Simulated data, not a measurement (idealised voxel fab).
process module | voxel transistor to metal
cross-section cut | 210 nm wide | cells 5 nm
A cross-section is a grid of square cells, given in bands from the top down. A band is one or more rows of cells.
Each band's line starts with the height of the band's top and of its bottom, in nm. Then come its materials from left to right, each with its width in nm. One material with "throughout" fills the band from edge to edge. "air" is empty space.
Height 0 is the level under which the wafer as received is all one material. The lowest band goes on downwards, as in "0 down".
A width such as "30 to 40" changes by the same amount from each row of cells to the next, from the band's top row to its bottom row.
"no change" after a step means that no cell of the cross-section changed.
closed voids: empty space of 8 cells or more with no open way to the top, each as width x height at its distance from the left edge, in nm
after a step's settings: what the simulator itself notes on the step
overlay nm, on a step with a mask: how far to the right of its planned place the mask lay; to the left if negative
plan
1 op RECEIVE | material Si
2 op CONFORMAL_DEP | material SiO2 | thk nm 5
3 op CONFORMAL_DEP | material SiN | thk nm 10
4 op DIRECTIONAL_DEP | material aC | thk nm 10
5 op PATTERN | tone cover | mask id ACTIVE | material resist | width nm 135 | thk nm 30 | overlay nm 0
6 op DIRECTIONAL_ETCH | etch materials aC | depth nm 10
7 op STRIP | etch materials resist
8 op DIRECTIONAL_ETCH | etch materials SiN | depth nm 10
9 op DIRECTIONAL_ETCH | etch materials SiO2 | depth nm 5
10 op DIRECTIONAL_ETCH | etch materials Si | depth nm 25
11 op STRIP | etch materials aC
12 op OXIDIZE | depth nm 5
13 op FILL_DEP | material SiO2 | thk nm 15
14 op CMP | height nm 15
15 op SELECTIVE_ETCH | etch materials SiO2 | depth nm 5
16 op STRIP | etch materials SiN
17 op SELECTIVE_ETCH | etch materials SiO2 | depth nm 5
18 op OXIDIZE | depth nm 5
19 op DIRECTIONAL_DEP | material polySi | thk nm 20
20 op DIRECTIONAL_DEP | material SiCN | thk nm 15
21 op DIRECTIONAL_DEP | material aC | thk nm 10
22 op PATTERN | tone cover | mask id GATE | material resist | width nm 35 | thk nm 25 | overlay nm 0
23 op DIRECTIONAL_ETCH | etch materials aC | depth nm 10
24 op STRIP | etch materials resist
25 op DIRECTIONAL_ETCH | etch materials SiCN | depth nm 25
26 op DIRECTIONAL_ETCH | etch materials polySi | depth nm 30
27 op STRIP | etch materials aC
28 op CONFORMAL_DEP | material SiO2 | thk nm 5
29 op DIRECTIONAL_ETCH | etch materials SiO2 | depth nm 5
30 op CONFORMAL_DEP | material SiN | thk nm 5
31 op DIRECTIONAL_ETCH | etch materials SiN | depth nm 5
32 op DIRECTIONAL_ETCH | etch materials SiO2 | depth nm 5
33 op EPI | material pSi | thk nm 5
34 op FILL_DEP | material SiO2 | thk nm 10
35 op CMP | height nm 20
36 op STRIP | etch materials polySi
37 op SELECTIVE_ETCH | etch materials SiO2 | depth nm 5
38 op CONFORMAL_DEP | material HfO2 | thk nm 5
39 op CONFORMAL_DEP | material TiN | thk nm 5
40 op FILL_DEP | material W | thk nm 10
41 op CMP | height nm 15
42 op DIRECTIONAL_DEP | material SiO2 | thk nm 15
43 op MASKED_ETCH | tone open | mask id CONTACT | width nm 20 | pitch nm 95 | etch materials SiO2 | depth nm 30 | overlay nm 0
44 op CONFORMAL_DEP | material TiN | thk nm 5
45 op FILL_DEP | material W | thk nm 10
46 op CMP | height nm 30
47 op CONFORMAL_DEP | material SiN | thk nm 5
48 op DIRECTIONAL_DEP | material SiO2 | thk nm 15
49 op PATTERN | tone open | mask id METAL_1 | material resist | width nm 20 | pitch nm 95 | thk nm 20 | overlay nm 0
50 op DIRECTIONAL_ETCH | etch materials SiO2 | depth nm 15
51 op DIRECTIONAL_ETCH | etch materials SiN | depth nm 5
52 op STRIP | etch materials resist
53 op CONFORMAL_DEP | material TiN | thk nm 5
54 op FILL_DEP | material Cu | thk nm 10
55 op CMP | height nm 50
56 op EPI | material Ru | thk nm 5
57 op FILL_DEP | material SiCN | thk nm 5
varied across the wafers: thk nm of step 30. The plan shows the first wafer's value. All wafers start alike
first wafer as received, after step 1
  0 down: Si throughout
  closed voids: none
first wafer at the end, after step 57
  60 to 55: SiCN throughout
  55 to 50: SiCN 40 | Ru 30 | SiCN 65 | Ru 30 | SiCN 45
  50 to 35: SiO2 45 | TiN 5 | Cu 10 | TiN 5 | SiO2 75 | TiN 5 | Cu 10 | TiN 5 | SiO2 50
  35 to 30: SiN 45 | TiN 20 | SiN 75 | TiN 20 | SiN 50
  30 to 15: SiO2 45 | TiN 5 | W 10 | TiN 5 | SiO2 75 | TiN 5 | W 10 | TiN 5 | SiO2 50
  15 to 5: SiO2 45 | TiN 5 | W 10 | TiN 5 | SiO2 10 | SiN 5 | HfO2 5 | TiN 5 | W 25 | TiN 5 | HfO2 5 | SiN 5 | SiO2 10 | TiN 5 | W 10 | TiN 5 | SiO2 50
  5 to 0: SiO2 35 | SiN 5 | SiO2 5 | TiN 20 | SiO2 10 | SiN 5 | HfO2 5 | TiN 35 | HfO2 5 | SiN 5 | SiO2 10 | TiN 20 | SiO2 5 | SiN 5 | SiO2 40
  0 to -5: SiO2 40 | pSi 35 | SiO2 5 | HfO2 45 | SiO2 5 | pSi 35 | SiO2 45
  -5 to -30: SiO2 40 | Si 125 | SiO2 45
  -30 down: Si throughout
  closed voids: none
last wafer at the end
  60 to 55: SiCN throughout
  55 to 50: SiCN 40 | Ru 30 | SiCN 65 | Ru 30 | SiCN 45
  50 to 35: SiO2 45 | TiN 5 | Cu 10 | TiN 5 | SiO2 75 | TiN 5 | Cu 10 | TiN 5 | SiO2 50
  35 to 30: SiN 45 | TiN 20 | SiN 75 | TiN 20 | SiN 50
  30 to 20: SiO2 45 | TiN 5 | W 10 | TiN 5 | SiO2 75 | TiN 5 | W 10 | TiN 5 | SiO2 50
  20 to 15: SiO2 45 | TiN 20 | SiO2 75 | TiN 20 | SiO2 50
  15 to 5: SiN 80 | HfO2 5 | TiN 5 | W 25 | TiN 5 | HfO2 5 | SiN 85
  5 to 0: SiO2 35 | SiN 45 | HfO2 5 | TiN 35 | HfO2 5 | SiN 45 | SiO2 40
  0 to -5: SiO2 80 | HfO2 45 | SiO2 85
  -5 to -30: SiO2 40 | Si 125 | SiO2 45
  -30 down: Si throughout
  closed voids: none
each wafer at the end: cells of each material gained (+) or lost (-) since it was received, then its closed voids
thk nm 5 | +12 Cu | +15 HfO2 | +12 Ru | -127 Si | +72 SiCN | +42 SiN | +375 SiO2 | +59 TiN | +30 W | +14 pSi | closed voids: none
thk nm 10 | +12 Cu | +15 HfO2 | +12 Ru | -127 Si | +72 SiCN | +79 SiN | +360 SiO2 | +55 TiN | +26 W | closed voids: none
thk nm 15 | +12 Cu | +15 HfO2 | +12 Ru | -127 Si | +72 SiCN | +112 SiN | +337 SiO2 | +51 TiN | +20 W | closed voids: none
thk nm 20 | +12 Cu | +15 HfO2 | +12 Ru | -127 Si | +72 SiCN | +118 SiN | +337 SiO2 | +47 TiN | +18 W | closed voids: none
